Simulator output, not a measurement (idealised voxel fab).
The following is a process module called voxel wiring stack.
Cross-section cut spans 260 nm and uses square cells 5 nm in size.
The cross-sections in this document take the form of a grid made of square cells. They are written out as bands, in order from top to bottom. Each band consists of one or more rows of cells. Heads up on the band format: heights come first, top then bottom, in nm. After that it's the materials left to right, each with its width in nm. A single material flagged "throughout" fills the whole band edge to edge, and "air" means there's empty space there. Heights are expressed relative to 0, this being the level below which the as-received wafer comprises one material exclusively. The lowest band is unbounded in the downward direction and is denoted as in "0 down". You'd read "30->40" like this: the band's top row of cells is as wide as the first number, its bottom row is as wide as the second, and going down, every row changes width by the same amount as the row before did. Key: "no modifications" - step with no changed cell in the cross-section. If an empty space has no open way to the top and is at least 8 cells in size, "Closed empty spaces" lists it, written width x height at distance, where distance is measured from the left edge and every value is in nm. after a step's settings: what the simulator itself notes on the step. Regarding "overlay nm": on a step with a mask, it is the distance the mask lay to the right of its planned place; a negative value places it to the left.
### This section lists the process steps that were planned
1. RECEIVE, material Si
2. CONFORMAL_DEP, material SiO2, thk nm 15
3. DIRECTIONAL_DEP, material TiN, thk nm 5
4. DIRECTIONAL_DEP, material W, thk nm 25
5. MASKED_ETCH, tone cover, mask id METAL_1, width nm 30, pitch nm 55, etch materials W, depth nm 25, overlay nm 0
6. MASKED_ETCH, tone cover, mask id METAL_1, width nm 20, pitch nm 55, etch materials TiN, depth nm 5, overlay nm 0
7. FILL_DEP, material lowk, thk nm 5
8. CMP, height nm 45
9. CONFORMAL_DEP, material SiCN, thk nm 5
10. DIRECTIONAL_DEP, material lowk, thk nm 10
11. MASKED_ETCH, tone open, mask id PLUG_1, width nm 15, etch materials lowk, depth nm 10, overlay nm 0
12. MASKED_ETCH, tone open, mask id PLUG_1, width nm 15, etch materials SiCN, depth nm 5, overlay nm 0
13. EPI, material Ru, thk nm 10
14. EPI, material Ru, thk nm 5
15. DIRECTIONAL_DEP, material TiN, thk nm 5
16. DIRECTIONAL_DEP, material W, thk nm 15
17. PATTERN, tone cover, mask id METAL_2, material resist, width nm 30, pitch nm 55, thk nm 15, overlay nm 0
18. DIRECTIONAL_ETCH, etch materials W, depth nm 15
19. DIRECTIONAL_ETCH, etch materials TiN, depth nm 5
20. STRIP, etch materials resist
21. FILL_DEP, material lowk, thk nm 10
22. CMP, height nm 80
23. CONFORMAL_DEP, material SiCN, thk nm 5
24. DIRECTIONAL_DEP, material lowk, thk nm 15
25. PATTERN, tone open, mask id PLUG_2, material resist, width nm 15, pitch nm 55, thk nm 20, overlay nm 0
26. DIRECTIONAL_ETCH, etch materials lowk, depth nm 15
27. DIRECTIONAL_ETCH, etch materials SiCN, depth nm 5
28. STRIP, etch materials resist
29. EPI, material Ru, thk nm 10
30. EPI, material Ru, thk nm 10
31. CONFORMAL_DEP, material SiCN, thk nm 5
32. DIRECTIONAL_DEP, material lowk, thk nm 20
33. DIRECTIONAL_DEP, material aC, thk nm 10
34. PATTERN, tone open, mask id METAL_3, material resist, width nm 30, pitch nm 55, thk nm 25, overlay nm 0
35. DIRECTIONAL_ETCH, etch materials aC, depth nm 10
36. STRIP, etch materials resist
37. DIRECTIONAL_ETCH, etch materials lowk, depth nm 20
38. DIRECTIONAL_ETCH, etch materials SiCN, depth nm 5
39. STRIP, etch materials aC
40. CONFORMAL_DEP, material TiN, thk nm 5
41. FILL_DEP, material Ru, thk nm 10
42. CMP, height nm 125
43. CONFORMAL_DEP, material SiCN, thk nm 5
44. DIRECTIONAL_DEP, material SiO2, thk nm 10
45. MASKED_ETCH, tone open, mask id PLUG_3, width nm 15, pitch nm 55, etch materials SiO2, depth nm 10, overlay nm 0
46. MASKED_ETCH, tone open, mask id PLUG_3, width nm 15, pitch nm 55, etch materials SiCN, depth nm 5, overlay nm 0
47. CONFORMAL_DEP, material TiN, thk nm 5
48. FILL_DEP, material W, thk nm 10
49. CMP, height nm 140
50. CONFORMAL_DEP, material SiN, thk nm 5
51. DIRECTIONAL_DEP, material SiO2, thk nm 20
52. PATTERN, tone open, mask id METAL_4, material resist, width nm 30, pitch nm 55, thk nm 20, overlay nm 0
53. DIRECTIONAL_ETCH, etch materials SiO2, depth nm 20
54. DIRECTIONAL_ETCH, etch materials SiN, depth nm 5
55. STRIP, etch materials resist
56. CONFORMAL_DEP, material TiN, thk nm 5
57. FILL_DEP, material Cu, thk nm 10
58. CMP, height nm 165
59. EPI, material Ru, thk nm 5
60. FILL_DEP, material SiCN, thk nm 5
Every wafer here starts from the same state; it is the step 6 width nm that distinguishes them, and the value the plan gives belongs to the first wafer.
### This is how the first of several wafers looked in cross-section when it arrived, which is after step 1
	0 down  Si throughout
	Closed empty spaces: none
### Basically each wafer gets a line in the table, showing it at the end of the module: material by material, the cells it gained (+) or lost (-) since we got it, then its closed voids
width nm 20; +32 Cu; +81 Ru; +269 SiCN; +40 SiN; +408 SiO2; +94 TiN; +100 W; +796 lowk; Closed empty spaces: none
width nm 25; +32 Cu; +81 Ru; +269 SiCN; +40 SiN; +408 SiO2; +94 TiN; +100 W; +796 lowk; Closed empty spaces: none
width nm 30; +32 Cu; +81 Ru; +269 SiCN; +40 SiN; +408 SiO2; +94 TiN; +100 W; +796 lowk; Closed empty spaces: none
width nm 35; +32 Cu; +81 Ru; +269 SiCN; +40 SiN; +408 SiO2; +96 TiN; +100 W; +794 lowk; Closed empty spaces: none
width nm 40; +32 Cu; +81 Ru; +269 SiCN; +40 SiN; +408 SiO2; +98 TiN; +100 W; +792 lowk; Closed empty spaces: none
